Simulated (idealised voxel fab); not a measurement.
process module | voxel ribs on slabs
cross-section cut | 140 nm wide | cells 5 nm
A cross-section is a grid of square cells, given in bands from the top down. A band is one or more rows of cells.
Each band's line starts with the height of the band's top and of its bottom, in nm. Then come its materials from left to right, each with its width in nm. One material with "throughout" fills the band from edge to edge. "air" is empty space.
Height 0 is the level under which the wafer as received is all one material. The lowest band goes on downwards, as in "0 down".
A width such as "30 to 40" changes by the same amount from each row of cells to the next, from the band's top row to its bottom row.
"no change" after a step means that no cell of the cross-section changed.
closed voids: empty space of 8 cells or more with no open way to the top, each as width x height at its distance from the left edge, in nm
after a step's settings: what the simulator itself notes on the step
overlay nm, on a step with a mask: how far to the right of its planned place the mask lay; to the left if negative
plan
1 op RECEIVE | material Si
2 op DIRECTIONAL_DEP | material SiO2 | thk nm 20
3 op DIRECTIONAL_DEP | material polySi | thk nm 20
4 op DIRECTIONAL_DEP | material aC | thk nm 10
5 op PATTERN | tone cover | mask id RIB | material resist | width nm 20 | thk nm 30 | overlay nm 0
6 op DIRECTIONAL_ETCH | etch materials aC | depth nm 10
7 op STRIP | etch materials resist
8 op DIRECTIONAL_ETCH | etch materials polySi | depth nm 5
9 op STRIP | etch materials aC
10 op MASKED_ETCH | tone cover | mask id SLAB | width nm 50 | etch materials polySi | depth nm 5 | overlay nm 0
11 op FILL_DEP | material SiO2 | thk nm 20
12 op CMP | height nm 55
13 op DIRECTIONAL_DEP | material W | thk nm 10
14 op MASKED_ETCH | tone cover | mask id HEATER | width nm 30 | etch materials W | depth nm 10 | overlay nm 0
15 op CONFORMAL_DEP | material SiN | thk nm 5
varied across the wafers: depth nm of step 8. The plan shows the first wafer's value. All wafers start alike
first wafer as received, after step 1
  0 down: Si throughout
  closed voids: none
first wafer at the end, after step 15
  70 to 65: air 50 | SiN 40 | air 50
  65 to 60: air 50 | SiN 5 | W 30 | SiN 5 | air 50
  60 to 55: SiN 55 | W 30 | SiN 55
  55 to 40: SiO2 throughout
  40 to 30: SiO2 60 to 45 | polySi 20 to 50 | SiO2 60 to 45
  30 to 20: polySi throughout
  20 to 0: SiO2 throughout
  0 down: Si throughout
  closed voids: none
last wafer at the end
  70 to 65: air 50 | SiN 40 | air 50
  65 to 60: air 50 | SiN 5 | W 30 | SiN 5 | air 50
  60 to 55: SiN 55 | W 30 | SiN 55
  55 to 40: SiO2 throughout
  40 to 20: SiO2 60 | polySi 20 | SiO2 60
  20 to 0: SiO2 throughout
  0 down: Si throughout
  closed voids: none
each wafer at the end: cells of each material gained (+) or lost (-) since it was received, then its closed voids
depth nm 5 | +32 SiN | +238 SiO2 | +12 W | +70 polySi | closed voids: none
depth nm 10 | +32 SiN | +262 SiO2 | +12 W | +46 polySi | closed voids: none
depth nm 15 | +32 SiN | +286 SiO2 | +12 W | +22 polySi | closed voids: none
depth nm 20 | +32 SiN | +292 SiO2 | +12 W | +16 polySi | closed voids: none
depth nm 25 | +32 SiN | +292 SiO2 | +12 W | +16 polySi | closed voids: none
depth nm 30 | +32 SiN | +292 SiO2 | +12 W | +16 polySi | closed voids: none
